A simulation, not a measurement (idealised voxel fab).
process module | voxel ribs on slabs
cross-section cut | 155 nm wide | cells 5 nm
A cross-section is a grid of square cells, given in bands from the top down. A band is one or more rows of cells.
Each band's line starts with the height of the band's top and of its bottom, in nm. Then come its materials from left to right, each with its width in nm. One material with "throughout" fills the band from edge to edge. "air" is empty space.
Height 0 is the level under which the wafer as received is all one material. The lowest band goes on downwards, as in "0 down".
A width such as "30 to 40" changes by the same amount from each row of cells to the next, from the band's top row to its bottom row.
"no change" after a step means that no cell of the cross-section changed.
closed voids: empty space of 8 cells or more with no open way to the top, each as width x height at its distance from the left edge, in nm
after a step's settings: what the simulator itself notes on the step
overlay nm, on a step with a mask: how far to the right of its planned place the mask lay; to the left if negative
plan
1 op RECEIVE | material Si
2 op DIRECTIONAL_DEP | material SiO2 | thk nm 20
3 op DIRECTIONAL_DEP | material SiN | thk nm 20
4 op DIRECTIONAL_DEP | material aC | thk nm 10
5 op PATTERN | tone cover | mask id RIB | material resist | width nm 15 | thk nm 25 | overlay nm 0
6 op DIRECTIONAL_ETCH | etch materials aC | depth nm 10
7 op STRIP | etch materials resist
8 op DIRECTIONAL_ETCH | etch materials SiN | depth nm 5
9 op STRIP | etch materials aC
10 op MASKED_ETCH | tone cover | mask id SLAB | width nm 65 | etch materials SiN | depth nm 15 | overlay nm 0
11 op FILL_DEP | material SiO2 | thk nm 25
12 op CMP | height nm 60
13 op DIRECTIONAL_DEP | material TiN | thk nm 5
14 op DIRECTIONAL_DEP | material aC | thk nm 15
15 op PATTERN | tone cover | mask id HEATER | material resist | width nm 25 | thk nm 35 | overlay nm 0
16 op DIRECTIONAL_ETCH | etch materials aC | depth nm 15
17 op STRIP | etch materials resist
18 op DIRECTIONAL_ETCH | etch materials TiN | depth nm 5
19 op STRIP | etch materials aC
20 op CONFORMAL_DEP | material SiN | thk nm 5
first wafer, as planned
as received, after step 1
  0 down: Si throughout
  closed voids: none
after step 2
  20 to 0: SiO2 throughout
  below 0: unchanged
after step 3
  40 to 20: SiN throughout
  below 20: unchanged
after step 4
  50 to 40: aC throughout
  below 40: unchanged
after step 5
  75 to 50: air 70 | resist 15 | air 70
  below 50: unchanged
after step 6
  65 to 50: air 70 | resist 15 | air 70
  50 to 40: air 70 | aC 15 | air 70
  below 40: unchanged
after step 7
  50 to 40: air 70 | aC 15 | air 70
  below 40: unchanged
after step 8
  50 to 40: air 70 | aC 15 | air 70
  40 to 35: air 70 | SiN 15 | air 70
  below 35: unchanged
after step 9
  40 to 35: air 70 | SiN 15 | air 70
  below 35: unchanged
after step 10
  40 to 35: air 70 | SiN 15 | air 70
  35 to 20: air 45 | SiN 65 | air 45
  below 20: unchanged
after step 11
  65 to 40: SiO2 throughout
  40 to 35: SiO2 70 | SiN 15 | SiO2 70
  35 to 20: SiO2 45 | SiN 65 | SiO2 45
  below 20: unchanged
after step 12
  60 to 40: SiO2 throughout
  below 40: unchanged
after step 13
  65 to 60: TiN throughout
  below 60: unchanged
after step 14
  80 to 65: aC throughout
  below 65: unchanged
after step 15
  115 to 80: air 65 | resist 25 | air 65
  below 80: unchanged
after step 16
  100 to 80: air 65 | resist 25 | air 65
  80 to 65: air 65 | aC 25 | air 65
  below 65: unchanged
after step 17
  80 to 65: air 65 | aC 25 | air 65
  below 65: unchanged
after step 18
  80 to 65: air 65 | aC 25 | air 65
  65 to 60: air 65 | TiN 25 | air 65
  below 60: unchanged
after step 19
  65 to 60: air 65 | TiN 25 | air 65
  below 60: unchanged
after step 20
  70 to 65: air 60 | SiN 35 | air 60
  65 to 60: SiN 65 | TiN 25 | SiN 65
  below 60: unchanged
second wafer: like start, like plan, one mistake. Through step 11 it matches the first wafer
when step 12 should have ended
  50 to 40: SiO2 throughout
  below 40: unchanged
when step 13 should have ended
  55 to 50: TiN throughout
  below 50: unchanged
when step 14 should have ended
  70 to 55: aC throughout
  below 55: unchanged
when step 15 should have ended
  105 to 70: air 65 | resist 25 | air 65
  below 70: unchanged
when step 16 should have ended
  90 to 70: air 65 | resist 25 | air 65
  70 to 55: air 65 | aC 25 | air 65
  below 55: unchanged
when step 17 should have ended
  70 to 55: air 65 | aC 25 | air 65
  below 55: unchanged
when step 18 should have ended
  70 to 55: air 65 | aC 25 | air 65
  55 to 50: air 65 | TiN 25 | air 65
  below 50: unchanged
when step 19 should have ended
  55 to 50: air 65 | TiN 25 | air 65
  below 50: unchanged
when step 20 should have ended
  60 to 55: air 60 | SiN 35 | air 60
  55 to 50: SiN 65 | TiN 25 | SiN 65
  below 50: unchanged
what went wrong: step 12 ran as: op CMP | height nm 50
at the end the second wafer has, in cells: 62 fewer of SiO2
